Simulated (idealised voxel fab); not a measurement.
Process module in this document: voxel quadruple lines
Each square cell in cross-section cut measures 5 nm, and the section as a whole is 160 nm wide.
Cross-sections here: square-cell grids, written as top-down lists of bands, a band being one or more rows of cells. Quick guide to a band line: top height, bottom height (nm) up front; then every material left to right with its width in nm. Only one material and it's marked "all across"? Then it fills the band edge to edge. And "air" just means empty space. Basically, 0 is our baseline, since under it the wafer straight out of the box is all one material. The bottom band has no lower end and keeps on going down, so it looks like "z 0 and below". Width: "30->40" (first number = top row, second number = bottom row, same change from row to row of cells). Key: "remained unchanged" - step with no changed cell in the cross-section. What "Tabulated closed voids" gives you is every empty space of 8 cells or more that is cut off from the top. Each appears as width x height at distance, with the distance taken from the left edge and width, height and distance all in nm. Post-settings text on a step line: simulator's own remark regarding the step. When a step includes a mask, the "overlay nm" setting on its line states how far to the right of its planned place that mask lay, and negative values state how far to the left.
### These are the steps we planned for the process
| 1 | RECEIVE (material Si) |
| 2 | CONFORMAL_DEP (material Al2O3; thk nm 10) |
| 3 | DIRECTIONAL_DEP (material Ru; thk nm 10) |
| 4 | DIRECTIONAL_DEP (material polySi; thk nm 20) |
| 5 | DIRECTIONAL_DEP (material aC; thk nm 25) |
| 6 | PATTERN (tone cover; mask id MANDREL; material resist; width nm 20; thk nm 30; overlay nm 0) |
| 7 | DIRECTIONAL_ETCH (etch materials aC; depth nm 25) |
| 8 | STRIP (etch materials resist) |
| 9 | CONFORMAL_DEP (material SiO2; thk nm 10) |
| 10 | DIRECTIONAL_ETCH (etch materials SiO2; depth nm 10) |
| 11 | STRIP (etch materials aC) |
| 12 | DIRECTIONAL_ETCH (etch materials polySi; depth nm 20) |
| 13 | STRIP (etch materials SiO2) |
| 14 | CONFORMAL_DEP (material SiCN; thk nm 10) |
| 15 | DIRECTIONAL_ETCH (etch materials SiCN; depth nm 10) |
| 16 | STRIP (etch materials polySi) |
| 17 | DIRECTIONAL_ETCH (etch materials Ru; depth nm 10) |
| 18 | STRIP (etch materials SiCN) |
| 19 | FILL_DEP (material lowk; thk nm 5) |
| 20 | CMP (height nm 20) |
Wafer-to-wafer difference: width nm, step 6. Common start. Plan = first wafer's value.
### First wafer of several, as received: cross-section after step 1
> z 0 and below | Si all across
> Tabulated closed voids: none
### End of module: cross-section of the first of several wafers after step 20, the last step
> z 20 to 10 | 50 of lowk / 10 of Ru / 10 of lowk / 20 of Ru / 10 of lowk / 10 of Ru / 50 of lowk
> z 10 to 0 | Al2O3 all across
> z 0 and below | Si all across
> Tabulated closed voids: none
### Cross-sectional view of the final wafer of several at the module's end
> z 20 to 10 | 40 of lowk / 10 of Ru / 10 of lowk / 10 of Ru / 25 of lowk / 10 of Ru / 10 of lowk / 10 of Ru / 35 of lowk
> z 10 to 0 | Al2O3 all across
> z 0 and below | Si all across
> Tabulated closed voids: none
### wafer rows; end of module; cells per material since receipt: (+) gained, (-) lost; then closed voids
width nm 20; +64 Al2O3; +16 Ru; +48 lowk; Tabulated closed voids: none
width nm 25; +64 Al2O3; +16 Ru; +48 lowk; Tabulated closed voids: none
width nm 30; +64 Al2O3; +16 Ru; +48 lowk; Tabulated closed voids: none
width nm 35; +64 Al2O3; +16 Ru; +48 lowk; Tabulated closed voids: none
width nm 40; +64 Al2O3; +16 Ru; +48 lowk; Tabulated closed voids: none
width nm 45; +64 Al2O3; +16 Ru; +48 lowk; Tabulated closed voids: none
